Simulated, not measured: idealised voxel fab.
voxel trench capacitor: a process module
Square cells of 5 nm make up the cross-section cut, whose width is 255 nm.
How to read a cross-section here: the picture is a grid of square cells, written as bands going from the top down, and any band can span one or more rows of cells.
Within each band entry, the heights of the top and of the bottom of the band appear first, in that order and in nm; the materials of the band then follow from left to right, each with its corresponding width in nm. The designation "everywhere" on a single material indicates that it fills the band from edge to edge; the designation "empty" indicates empty space.
Note: height 0 marks the level under which the wafer is uniformly one material as received. Lowest band unbounded below, written "0 -> down".
It should be noted that a width expressed as "30 to 40" varies in equal increments from row to row of cells within the band, taking the value of the first number at the top row and that of the second number at the bottom row.
For the purposes of this document, the phrase "nothing different" attached to a step denotes that no cell within the cross-section was modified by that step.
For the entry "Enclosed void entries", the listed items are empty spaces with no open way to the top whose size is 8 cells or more; each item follows the pattern width x height at distance, where distance is from the left edge and all three are in nm.
Past the settings on a step's line: simulator remark, on that step.
On any step carrying a mask, the "overlay nm" setting, if present on the step's line, tells how far right of its planned place the mask lay; negative values point to the left.

The planned process steps are enumerated hereunder:
1: RECEIVE: material Si
2: CONFORMAL_DEP: material SiN, thk nm 5
3: PATTERN: tone open, mask id TRENCH, material resist, width nm 25, pitch nm 50, thk nm 20, overlay nm 0
4: DIRECTIONAL_ETCH: etch materials SiN, depth nm 5
5: DIRECTIONAL_ETCH: etch materials Si, depth nm 30
6: STRIP: etch materials resist
7: CONFORMAL_DEP: material HfO2, thk nm 5
8: CONFORMAL_DEP: material TiN, thk nm 5
9: FILL_DEP: material W, thk nm 10
10: CMP: height nm 5

Cross-section of the incoming wafer, state after step 1:
  0 -> down  Si everywhere
  Enclosed void entries: none

The following cross-section depicts the wafer upon conclusion of the module. Processing commenced from the starting condition illustrated above and adhered to the plan illustrated above, save for one mistake in execution:
  25 -> 15  W everywhere
  15 -> 10  TiN (75) / W (5) / TiN (45) / W (5) / TiN (45) / W (5) / TiN (75)
  10 -> 5  HfO2 (70) / TiN (5) / W (5) / TiN (5) / HfO2 (35) / TiN (5) / W (5) / TiN (5) / HfO2 (35) / TiN (5) / W (5) / TiN (5) / HfO2 (70)
  5 -> 0  SiN (65) / HfO2 (5) / TiN (5) / W (5) / TiN (5) / HfO2 (5) / SiN (25) / HfO2 (5) / TiN (5) / W (5) / TiN (5) / HfO2 (5) / SiN (25) / HfO2 (5) / TiN (5) / W (5) / TiN (5) / HfO2 (5) / SiN (65)
  0 -> -20  Si (65) / HfO2 (5) / TiN (5) / W (5) / TiN (5) / HfO2 (5) / Si (25) / HfO2 (5) / TiN (5) / W (5) / TiN (5) / HfO2 (5) / Si (25) / HfO2 (5) / TiN (5) / W (5) / TiN (5) / HfO2 (5) / Si (65)
  -20 -> -25  Si (65) / HfO2 (5) / TiN (15) / HfO2 (5) / Si (25) / HfO2 (5) / TiN (15) / HfO2 (5) / Si (25) / HfO2 (5) / TiN (15) / HfO2 (5) / Si (65)
  -25 -> -30  Si (65) / HfO2 (25) / Si (25) / HfO2 (25) / Si (25) / HfO2 (25) / Si (65)
  -30 -> down  Si everywhere
  Enclosed void entries: none
what went wrong: step 10 of the plan did not run at all; it was left out
